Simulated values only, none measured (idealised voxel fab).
process module | voxel transistor to metal
cross-section cut | 190 nm wide | cells 5 nm
A cross-section is a grid of square cells, given in bands from the top down. A band is one or more rows of cells.
Each band's line starts with the height of the band's top and of its bottom, in nm. Then come its materials from left to right, each with its width in nm. One material with "throughout" fills the band from edge to edge. "air" is empty space.
Height 0 is the level under which the wafer as received is all one material. The lowest band goes on downwards, as in "0 down".
A width such as "30 to 40" changes by the same amount from each row of cells to the next, from the band's top row to its bottom row.
"no change" after a step means that no cell of the cross-section changed.
closed voids: empty space of 8 cells or more with no open way to the top, each as width x height at its distance from the left edge, in nm
after a step's settings: what the simulator itself notes on the step
overlay nm, on a step with a mask: how far to the right of its planned place the mask lay; to the left if negative
plan
1 op RECEIVE | material Si
2 op OXIDIZE | depth nm 5
3 op CONFORMAL_DEP | material SiN | thk nm 15
4 op MASKED_ETCH | tone cover | mask id ACTIVE | width nm 95 | etch materials SiN | depth nm 15 | overlay nm 0
5 op MASKED_ETCH | tone cover | mask id ACTIVE | width nm 95 | etch materials SiO2 | depth nm 5 | overlay nm 0
6 op MASKED_ETCH | tone cover | mask id ACTIVE | width nm 95 | etch materials Si | depth nm 20 | overlay nm 0
7 op OXIDIZE | depth nm 5
8 op FILL_DEP | material SiO2 | thk nm 5
9 op CMP | height nm 15
10 op SELECTIVE_ETCH | etch materials SiO2 | depth nm 15
11 op STRIP | etch materials SiN
12 op SELECTIVE_ETCH | etch materials SiO2 | depth nm 5
13 op OXIDIZE | depth nm 5
14 op DIRECTIONAL_DEP | material polySi | thk nm 25
15 op DIRECTIONAL_DEP | material SiCN | thk nm 15
16 op PATTERN | tone cover | mask id GATE | material resist | width nm 15 | thk nm 15 | overlay nm 0
17 op DIRECTIONAL_ETCH | etch materials SiCN | depth nm 25
18 op DIRECTIONAL_ETCH | etch materials polySi | depth nm 35
19 op STRIP | etch materials resist
20 op CONFORMAL_DEP | material SiO2 | thk nm 5
21 op DIRECTIONAL_ETCH | etch materials SiO2 | depth nm 5
22 op CONFORMAL_DEP | material SiN | thk nm 5
23 op DIRECTIONAL_ETCH | etch materials SiN | depth nm 5
24 op DIRECTIONAL_ETCH | etch materials SiO2 | depth nm 5
25 op DIRECTIONAL_ETCH | etch materials Si | depth nm 15
26 op EPI | material SiGe | thk nm 15
27 op FILL_DEP | material SiO2 | thk nm 5
28 op CMP | height nm 35
29 op DIRECTIONAL_DEP | material SiO2 | thk nm 10
30 op DIRECTIONAL_DEP | material aC | thk nm 15
31 op PATTERN | tone open | mask id CONTACT | material resist | width nm 25 | pitch nm 50 | thk nm 35 | overlay nm 0
32 op DIRECTIONAL_ETCH | etch materials aC | depth nm 15
33 op STRIP | etch materials resist
34 op DIRECTIONAL_ETCH | etch materials SiO2 | depth nm 55
35 op STRIP | etch materials aC
36 op CONFORMAL_DEP | material TiN | thk nm 5
37 op FILL_DEP | material Ru | thk nm 5
38 op CMP | height nm 45
39 op CONFORMAL_DEP | material SiN | thk nm 5
40 op DIRECTIONAL_DEP | material lowk | thk nm 20
41 op PATTERN | tone open | mask id METAL_1 | material resist | width nm 15 | pitch nm 60 | thk nm 15 | overlay nm 0
42 op DIRECTIONAL_ETCH | etch materials lowk | depth nm 20
43 op DIRECTIONAL_ETCH | etch materials SiN | depth nm 5
44 op STRIP | etch materials resist
45 op CONFORMAL_DEP | material TiN | thk nm 5
46 op FILL_DEP | material Cu | thk nm 10
47 op CMP | height nm 70
48 op CONFORMAL_DEP | material SiN | thk nm 5
first wafer, as planned
as received, after step 1
  0 down: Si throughout
  closed voids: none
after step 2
  0 to -5: SiO2 throughout
  below -5: unchanged
after step 3
  15 to 0: SiN throughout
  below 0: unchanged
after step 4
  15 to 0: air 45 | SiN 95 | air 50
  below 0: unchanged
after step 5
  15 to 0: air 45 | SiN 95 | air 50
  0 to -5: air 45 | SiO2 95 | air 50
  below -5: unchanged
after step 6
  15 to 0: air 45 | SiN 95 | air 50
  0 to -5: air 45 | SiO2 95 | air 50
  -5 to -25: air 45 | Si 95 | air 50
  below -25: unchanged
after step 7
  15 to 0: air 45 | SiN 95 | air 50
  0 to -5: air 45 | SiO2 95 | air 50
  -5 to -25: air 45 | SiO2 5 | Si 85 | SiO2 5 | air 50
  -25 to -30: SiO2 50 | Si 85 | SiO2 55
  below -30: unchanged
after step 8
  20 to 15: SiO2 throughout
  15 to 0: SiO2 45 | SiN 95 | SiO2 50
  0 to -5: SiO2 throughout
  -5 to -30: SiO2 50 | Si 85 | SiO2 55
  below -30: unchanged
after step 9
  15 to 0: SiO2 45 | SiN 95 | SiO2 50
  below 0: unchanged
after step 10
  15 to 0: air 45 | SiN 95 | air 50
  below 0: unchanged
after step 11
  0 to -5: SiO2 throughout
  below -5: unchanged
after step 12
  -5 to -30: SiO2 50 | Si 85 | SiO2 55
  below -30: unchanged
after step 13
  -5 to -10: SiO2 throughout
  below -10: unchanged
after step 14
  20 to -5: polySi throughout
  below -5: unchanged
after step 15
  35 to 20: SiCN throughout
  below 20: unchanged
after step 16
  50 to 35: air 85 | resist 15 | air 90
  below 35: unchanged
after step 17
  50 to 35: air 85 | resist 15 | air 90
  35 to 20: air 85 | SiCN 15 | air 90
  below 20: unchanged
after step 18
  50 to 35: air 85 | resist 15 | air 90
  35 to 20: air 85 | SiCN 15 | air 90
  20 to -5: air 85 | polySi 15 | air 90
  below -5: unchanged
after step 19
  35 to 20: air 85 | SiCN 15 | air 90
  below 20: unchanged
after step 20
  40 to 35: air 80 | SiO2 25 | air 85
  35 to 20: air 80 | SiO2 5 | SiCN 15 | SiO2 5 | air 85
  20 to 0: air 80 | SiO2 5 | polySi 15 | SiO2 5 | air 85
  0 to -5: SiO2 85 | polySi 15 | SiO2 90
  below -5: unchanged
after step 21
  35 to 20: air 80 | SiO2 5 | SiCN 15 | SiO2 5 | air 85
  20 to -5: air 80 | SiO2 5 | polySi 15 | SiO2 5 | air 85
  below -5: unchanged
after step 22
  40 to 35: air 75 | SiN 35 | air 80
  35 to 20: air 75 | SiN 5 | SiO2 5 | SiCN 15 | SiO2 5 | SiN 5 | air 80
  20 to 0: air 75 | SiN 5 | SiO2 5 | polySi 15 | SiO2 5 | SiN 5 | air 80
  0 to -5: SiN 80 | SiO2 5 | polySi 15 | SiO2 5 | SiN 85
  below -5: unchanged
after step 23
  35 to 20: air 75 | SiN 5 | SiO2 5 | SiCN 15 | SiO2 5 | SiN 5 | air 80
  20 to -5: air 75 | SiN 5 | SiO2 5 | polySi 15 | SiO2 5 | SiN 5 | air 80
  below -5: unchanged
after step 24
  35 to 30: air 75 | SiN 5 | air 5 | SiCN 15 | air 5 | SiN 5 | air 80
  30 to 20: air 75 | SiN 5 | SiO2 5 | SiCN 15 | SiO2 5 | SiN 5 | air 80
  20 to -5: air 75 | SiN 5 | SiO2 5 | polySi 15 | SiO2 5 | SiN 5 | air 80
  -5 to -10: air 75 | SiO2 35 | air 80
  below -10: unchanged
after step 25
  35 to 30: air 75 | SiN 5 | air 5 | SiCN 15 | air 5 | SiN 5 | air 80
  30 to 20: air 75 | SiN 5 | SiO2 5 | SiCN 15 | SiO2 5 | SiN 5 | air 80
  20 to -5: air 75 | SiN 5 | SiO2 5 | polySi 15 | SiO2 5 | SiN 5 | air 80
  -5 to -10: air 75 | SiO2 35 | air 80
  -10 to -25: SiO2 50 | air 25 | Si 35 | air 25 | SiO2 55
  below -25: unchanged
after step 26
  35 to 30: air 75 | SiN 5 | air 5 | SiCN 15 | air 5 | SiN 5 | air 80
  30 to 20: air 75 | SiN 5 | SiO2 5 | SiCN 15 | SiO2 5 | SiN 5 | air 80
  20 to 5: air 75 | SiN 5 | SiO2 5 | polySi 15 | SiO2 5 | SiN 5 | air 80
  5 to -5: air 60 | SiGe 15 | SiN 5 | SiO2 5 | polySi 15 | SiO2 5 | SiN 5 | SiGe 15 | air 65
  -5 to -10: air 60 | SiGe 15 | SiO2 35 | SiGe 15 | air 65
  -10 to -25: SiO2 50 | SiGe 25 | Si 35 | SiGe 25 | SiO2 55
  below -25: unchanged
after step 27
  40 to 35: SiO2 throughout
  35 to 20: SiO2 75 | SiN 5 | SiO2 5 | SiCN 15 | SiO2 5 | SiN 5 | SiO2 80
  20 to 5: SiO2 75 | SiN 5 | SiO2 5 | polySi 15 | SiO2 5 | SiN 5 | SiO2 80
  5 to -5: SiO2 60 | SiGe 15 | SiN 5 | SiO2 5 | polySi 15 | SiO2 5 | SiN 5 | SiGe 15 | SiO2 65
  -5 to -10: SiO2 60 | SiGe 15 | SiO2 35 | SiGe 15 | SiO2 65
  below -10: unchanged
after step 28
  35 to 20: SiO2 75 | SiN 5 | SiO2 5 | SiCN 15 | SiO2 5 | SiN 5 | SiO2 80
  below 20: unchanged
after step 29
  45 to 35: SiO2 throughout
  below 35: unchanged
after step 30
  60 to 45: aC throughout
  below 45: unchanged
after step 31
  95 to 60: resist 55 | air 25 | resist 25 | air 25 | resist 60
  below 60: unchanged
after step 32
  80 to 60: resist 55 | air 25 | resist 25 | air 25 | resist 60
  60 to 45: aC 55 | air 25 | aC 25 | air 25 | aC 60
  below 45: unchanged
after step 33
  60 to 45: aC 55 | air 25 | aC 25 | air 25 | aC 60
  below 45: unchanged
after step 34
  60 to 45: aC 55 | air 25 | aC 25 | air 25 | aC 60
  45 to 35: SiO2 55 | air 25 | SiO2 25 | air 25 | SiO2 60
  35 to 20: SiO2 55 | air 20 | SiN 5 | SiO2 5 | SiCN 15 | SiO2 5 | SiN 5 | air 20 | SiO2 60
  20 to 5: SiO2 55 | air 20 | SiN 5 | SiO2 5 | polySi 15 | SiO2 5 | SiN 5 | air 20 | SiO2 60
  5 to -5: SiO2 55 | air 5 | SiGe 15 | SiN 5 | SiO2 5 | polySi 15 | SiO2 5 | SiN 5 | SiGe 15 | air 5 | SiO2 60
  -5 to -10: SiO2 55 | air 5 | SiGe 15 | SiO2 35 | SiGe 15 | air 5 | SiO2 60
  below -10: unchanged
after step 35
  45 to 35: SiO2 55 | air 25 | SiO2 25 | air 25 | SiO2 60
  below 35: unchanged
after step 36
  50 to 45: TiN 60 | air 15 | TiN 35 | air 15 | TiN 65
  45 to 35: SiO2 55 | TiN 5 | air 15 to 10 | TiN 5 to 10 | SiO2 25 | TiN 5 to 10 | air 15 to 10 | TiN 5 | SiO2 60
  35 to 20: SiO2 55 | TiN 5 | air 10 | TiN 5 | SiN 5 | SiO2 5 | SiCN 15 | SiO2 5 | SiN 5 | TiN 5 | air 10 | TiN 5 | SiO2 60
  20 to 10: SiO2 55 | TiN 5 | air 10 | TiN 5 | SiN 5 | SiO2 5 | polySi 15 | SiO2 5 | SiN 5 | TiN 5 | air 10 | TiN 5 | SiO2 60
  10 to 5: SiO2 55 | TiN 20 | SiN 5 | SiO2 5 | polySi 15 | SiO2 5 | SiN 5 | TiN 20 | SiO2 60
  5 to -5: SiO2 55 | TiN 5 | SiGe 15 | SiN 5 | SiO2 5 | polySi 15 | SiO2 5 | SiN 5 | SiGe 15 | TiN 5 | SiO2 60
  -5 to -10: SiO2 55 | TiN 5 | SiGe 15 | SiO2 35 | SiGe 15 | TiN 5 | SiO2 60
  below -10: unchanged
after step 37
  55 to 50: Ru throughout
  50 to 45: TiN 60 | Ru 15 | TiN 35 | Ru 15 | TiN 65
  45 to 35: SiO2 55 | TiN 5 | Ru 15 to 10 | TiN 5 to 10 | SiO2 25 | TiN 5 to 10 | Ru 15 to 10 | TiN 5 | SiO2 60
  35 to 20: SiO2 55 | TiN 5 | Ru 10 | TiN 5 | SiN 5 | SiO2 5 | SiCN 15 | SiO2 5 | SiN 5 | TiN 5 | Ru 10 | TiN 5 | SiO2 60
  20 to 10: SiO2 55 | TiN 5 | Ru 10 | TiN 5 | SiN 5 | SiO2 5 | polySi 15 | SiO2 5 | SiN 5 | TiN 5 | Ru 10 | TiN 5 | SiO2 60
  below 10: unchanged
after step 38
  45 to 35: SiO2 55 | TiN 5 | Ru 15 to 10 | TiN 5 to 10 | SiO2 25 | TiN 5 to 10 | Ru 15 to 10 | TiN 5 | SiO2 60
  below 35: unchanged
after step 39
  50 to 45: SiN throughout
  below 45: unchanged
after step 40
  70 to 50: lowk throughout
  below 50: unchanged
after step 41
  85 to 70: resist 55 | air 15 | resist 45 | air 15 | resist 60
  below 70: unchanged
after step 42
  85 to 70: resist 55 | air 15 | resist 45 | air 15 | resist 60
  70 to 50: lowk 55 | air 15 | lowk 45 | air 15 | lowk 60
  below 50: unchanged
after step 43
  85 to 70: resist 55 | air 15 | resist 45 | air 15 | resist 60
  70 to 50: lowk 55 | air 15 | lowk 45 | air 15 | lowk 60
  50 to 45: SiN 55 | air 15 | SiN 45 | air 15 | SiN 60
  below 45: unchanged
after step 44
  70 to 50: lowk 55 | air 15 | lowk 45 | air 15 | lowk 60
  below 50: unchanged
after step 45
  75 to 70: TiN 60 | air 5 | TiN 55 | air 5 | TiN 65
  70 to 50: lowk 55 | TiN 5 | air 5 | TiN 5 | lowk 45 | TiN 5 | air 5 | TiN 5 | lowk 60
  50 to 45: SiN 55 | TiN 15 | SiN 45 | TiN 15 | SiN 60
  below 45: unchanged
after step 46
  85 to 75: Cu throughout
  75 to 70: TiN 60 | Cu 5 | TiN 55 | Cu 5 | TiN 65
  70 to 50: lowk 55 | TiN 5 | Cu 5 | TiN 5 | lowk 45 | TiN 5 | Cu 5 | TiN 5 | lowk 60
  below 50: unchanged
after step 47
  70 to 50: lowk 55 | TiN 5 | Cu 5 | TiN 5 | lowk 45 | TiN 5 | Cu 5 | TiN 5 | lowk 60
  below 50: unchanged
after step 48
  75 to 70: SiN throughout
  below 70: unchanged
second wafer: like start, like plan, one mistake. Through step 15 it matches the first wafer
when step 16 should have ended
  50 to 35: air 85 | resist 20 | air 85
  below 35: unchanged
when step 17 should have ended
  50 to 35: air 85 | resist 20 | air 85
  35 to 20: air 85 | SiCN 20 | air 85
  below 20: unchanged
when step 18 should have ended
  50 to 35: air 85 | resist 20 | air 85
  35 to 20: air 85 | SiCN 20 | air 85
  20 to -5: air 85 | polySi 20 | air 85
  below -5: unchanged
when step 19 should have ended
  35 to 20: air 85 | SiCN 20 | air 85
  below 20: unchanged
when step 20 should have ended
  40 to 35: air 80 | SiO2 30 | air 80
  35 to 20: air 80 | SiO2 5 | SiCN 20 | SiO2 5 | air 80
  20 to 0: air 80 | SiO2 5 | polySi 20 | SiO2 5 | air 80
  0 to -5: SiO2 85 | polySi 20 | SiO2 85
  below -5: unchanged
when step 21 should have ended
  35 to 20: air 80 | SiO2 5 | SiCN 20 | SiO2 5 | air 80
  20 to -5: air 80 | SiO2 5 | polySi 20 | SiO2 5 | air 80
  below -5: unchanged
when step 22 should have ended
  40 to 35: air 75 | SiN 40 | air 75
  35 to 20: air 75 | SiN 5 | SiO2 5 | SiCN 20 | SiO2 5 | SiN 5 | air 75
  20 to 0: air 75 | SiN 5 | SiO2 5 | polySi 20 | SiO2 5 | SiN 5 | air 75
  0 to -5: SiN 80 | SiO2 5 | polySi 20 | SiO2 5 | SiN 80
  below -5: unchanged
when step 23 should have ended
  35 to 20: air 75 | SiN 5 | SiO2 5 | SiCN 20 | SiO2 5 | SiN 5 | air 75
  20 to -5: air 75 | SiN 5 | SiO2 5 | polySi 20 | SiO2 5 | SiN 5 | air 75
  below -5: unchanged
when step 24 should have ended
  35 to 30: air 75 | SiN 5 | air 5 | SiCN 20 | air 5 | SiN 5 | air 75
  30 to 20: air 75 | SiN 5 | SiO2 5 | SiCN 20 | SiO2 5 | SiN 5 | air 75
  20 to -5: air 75 | SiN 5 | SiO2 5 | polySi 20 | SiO2 5 | SiN 5 | air 75
  -5 to -10: air 75 | SiO2 40 | air 75
  below -10: unchanged
when step 25 should have ended
  35 to 30: air 75 | SiN 5 | air 5 | SiCN 20 | air 5 | SiN 5 | air 75
  30 to 20: air 75 | SiN 5 | SiO2 5 | SiCN 20 | SiO2 5 | SiN 5 | air 75
  20 to -5: air 75 | SiN 5 | SiO2 5 | polySi 20 | SiO2 5 | SiN 5 | air 75
  -5 to -10: air 75 | SiO2 40 | air 75
  -10 to -25: SiO2 50 | air 25 | Si 40 | air 20 | SiO2 55
  below -25: unchanged
when step 26 should have ended
  35 to 30: air 75 | SiN 5 | air 5 | SiCN 20 | air 5 | SiN 5 | air 75
  30 to 20: air 75 | SiN 5 | SiO2 5 | SiCN 20 | SiO2 5 | SiN 5 | air 75
  20 to 5: air 75 | SiN 5 | SiO2 5 | polySi 20 | SiO2 5 | SiN 5 | air 75
  5 to -5: air 60 | SiGe 15 | SiN 5 | SiO2 5 | polySi 20 | SiO2 5 | SiN 5 | SiGe 15 | air 60
  -5 to -10: air 60 | SiGe 15 | SiO2 40 | SiGe 15 | air 60
  -10 to -25: SiO2 50 | SiGe 25 | Si 40 | SiGe 20 | SiO2 55
  below -25: unchanged
when step 27 should have ended
  40 to 35: SiO2 throughout
  35 to 20: SiO2 75 | SiN 5 | SiO2 5 | SiCN 20 | SiO2 5 | SiN 5 | SiO2 75
  20 to 5: SiO2 75 | SiN 5 | SiO2 5 | polySi 20 | SiO2 5 | SiN 5 | SiO2 75
  5 to -5: SiO2 60 | SiGe 15 | SiN 5 | SiO2 5 | polySi 20 | SiO2 5 | SiN 5 | SiGe 15 | SiO2 60
  -5 to -10: SiO2 60 | SiGe 15 | SiO2 40 | SiGe 15 | SiO2 60
  below -10: unchanged
when step 28 should have ended
  35 to 20: SiO2 75 | SiN 5 | SiO2 5 | SiCN 20 | SiO2 5 | SiN 5 | SiO2 75
  below 20: unchanged
when step 29 should have ended
  45 to 35: SiO2 throughout
  below 35: unchanged
when step 30 should have ended
  60 to 45: aC throughout
  below 45: unchanged
when step 31 should have ended
  95 to 60: resist 55 | air 25 | resist 25 | air 25 | resist 60
  below 60: unchanged
when step 32 should have ended
  80 to 60: resist 55 | air 25 | resist 25 | air 25 | resist 60
  60 to 45: aC 55 | air 25 | aC 25 | air 25 | aC 60
  below 45: unchanged
when step 33 should have ended
  60 to 45: aC 55 | air 25 | aC 25 | air 25 | aC 60
  below 45: unchanged
when step 34 should have ended
  60 to 45: aC 55 | air 25 | aC 25 | air 25 | aC 60
  45 to 35: SiO2 55 | air 25 | SiO2 25 | air 25 | SiO2 60
  35 to 20: SiO2 55 | air 20 | SiN 5 | SiO2 5 | SiCN 20 | air 5 | SiN 5 | air 15 | SiO2 60
  20 to 5: SiO2 55 | air 20 | SiN 5 | SiO2 5 | polySi 20 | air 5 | SiN 5 | air 15 | SiO2 60
  5 to -5: SiO2 55 | air 5 | SiGe 15 | SiN 5 | SiO2 5 | polySi 20 | air 5 | SiN 5 | SiGe 15 | SiO2 60
  -5 to -10: SiO2 55 | air 5 | SiGe 15 | SiO2 30 | air 5 | SiO2 5 | SiGe 15 | SiO2 60
  below -10: unchanged
when step 35 should have ended
  45 to 35: SiO2 55 | air 25 | SiO2 25 | air 25 | SiO2 60
  below 35: unchanged
when step 36 should have ended
  50 to 45: TiN 60 | air 15 | TiN 35 | air 15 | TiN 65
  45 to 35: SiO2 55 | TiN 5 | air 15 to 10 | TiN 5 to 10 | SiO2 25 | TiN 5 to 15 | air 15 to 5 | TiN 5 | SiO2 60
  35 to 20: SiO2 55 | TiN 5 | air 10 | TiN 5 | SiN 5 | SiO2 5 | SiCN 20 | TiN 5 | SiN 5 | TiN 5 | air 5 | TiN 5 | SiO2 60
  20 to 10: SiO2 55 | TiN 5 | air 10 | TiN 5 | SiN 5 | SiO2 5 | polySi 20 | TiN 5 | SiN 5 | TiN 5 | air 5 | TiN 5 | SiO2 60
  10 to 5: SiO2 55 | TiN 20 | SiN 5 | SiO2 5 | polySi 20 | TiN 5 | SiN 5 | TiN 15 | SiO2 60
  5 to -5: SiO2 55 | TiN 5 | SiGe 15 | SiN 5 | SiO2 5 | polySi 20 | TiN 5 | SiN 5 | SiGe 15 | SiO2 60
  -5 to -10: SiO2 55 | TiN 5 | SiGe 15 | SiO2 30 | TiN 5 | SiO2 5 | SiGe 15 | SiO2 60
  below -10: unchanged
when step 37 should have ended
  55 to 50: Ru throughout
  50 to 45: TiN 60 | Ru 15 | TiN 35 | Ru 15 | TiN 65
  45 to 35: SiO2 55 | TiN 5 | Ru 15 to 10 | TiN 5 to 10 | SiO2 25 | TiN 5 to 15 | Ru 15 to 5 | TiN 5 | SiO2 60
  35 to 20: SiO2 55 | TiN 5 | Ru 10 | TiN 5 | SiN 5 | SiO2 5 | SiCN 20 | TiN 5 | SiN 5 | TiN 5 | Ru 5 | TiN 5 | SiO2 60
  20 to 10: SiO2 55 | TiN 5 | Ru 10 | TiN 5 | SiN 5 | SiO2 5 | polySi 20 | TiN 5 | SiN 5 | TiN 5 | Ru 5 | TiN 5 | SiO2 60
  below 10: unchanged
when step 38 should have ended
  45 to 35: SiO2 55 | TiN 5 | Ru 15 to 10 | TiN 5 to 10 | SiO2 25 | TiN 5 to 15 | Ru 15 to 5 | TiN 5 | SiO2 60
  below 35: unchanged
when step 39 should have ended
  50 to 45: SiN throughout
  below 45: unchanged
when step 40 should have ended
  70 to 50: lowk throughout
  below 50: unchanged
when step 41 should have ended
  85 to 70: resist 55 | air 15 | resist 45 | air 15 | resist 60
  below 70: unchanged
when step 42 should have ended
  85 to 70: resist 55 | air 15 | resist 45 | air 15 | resist 60
  70 to 50: lowk 55 | air 15 | lowk 45 | air 15 | lowk 60
  below 50: unchanged
when step 43 should have ended
  85 to 70: resist 55 | air 15 | resist 45 | air 15 | resist 60
  70 to 50: lowk 55 | air 15 | lowk 45 | air 15 | lowk 60
  50 to 45: SiN 55 | air 15 | SiN 45 | air 15 | SiN 60
  below 45: unchanged
when step 44 should have ended
  70 to 50: lowk 55 | air 15 | lowk 45 | air 15 | lowk 60
  below 50: unchanged
when step 45 should have ended
  75 to 70: TiN 60 | air 5 | TiN 55 | air 5 | TiN 65
  70 to 50: lowk 55 | TiN 5 | air 5 | TiN 5 | lowk 45 | TiN 5 | air 5 | TiN 5 | lowk 60
  50 to 45: SiN 55 | TiN 15 | SiN 45 | TiN 15 | SiN 60
  below 45: unchanged
when step 46 should have ended
  85 to 75: Cu throughout
  75 to 70: TiN 60 | Cu 5 | TiN 55 | Cu 5 | TiN 65
  70 to 50: lowk 55 | TiN 5 | Cu 5 | TiN 5 | lowk 45 | TiN 5 | Cu 5 | TiN 5 | lowk 60
  below 50: unchanged
when step 47 should have ended
  70 to 50: lowk 55 | TiN 5 | Cu 5 | TiN 5 | lowk 45 | TiN 5 | Cu 5 | TiN 5 | lowk 60
  below 50: unchanged
when step 48 should have ended
  75 to 70: SiN throughout
  below 70: unchanged
what went wrong: step 16 ran as: op PATTERN | tone cover | mask id GATE | material resist | width nm 20 | thk nm 15 | overlay nm 0
at the end the second wafer has, in cells: 6 fewer of Ru | 3 more of Si | 3 more of SiCN | 3 fewer of SiGe | 8 fewer of SiO2 | 6 more of TiN | 5 more of polySi
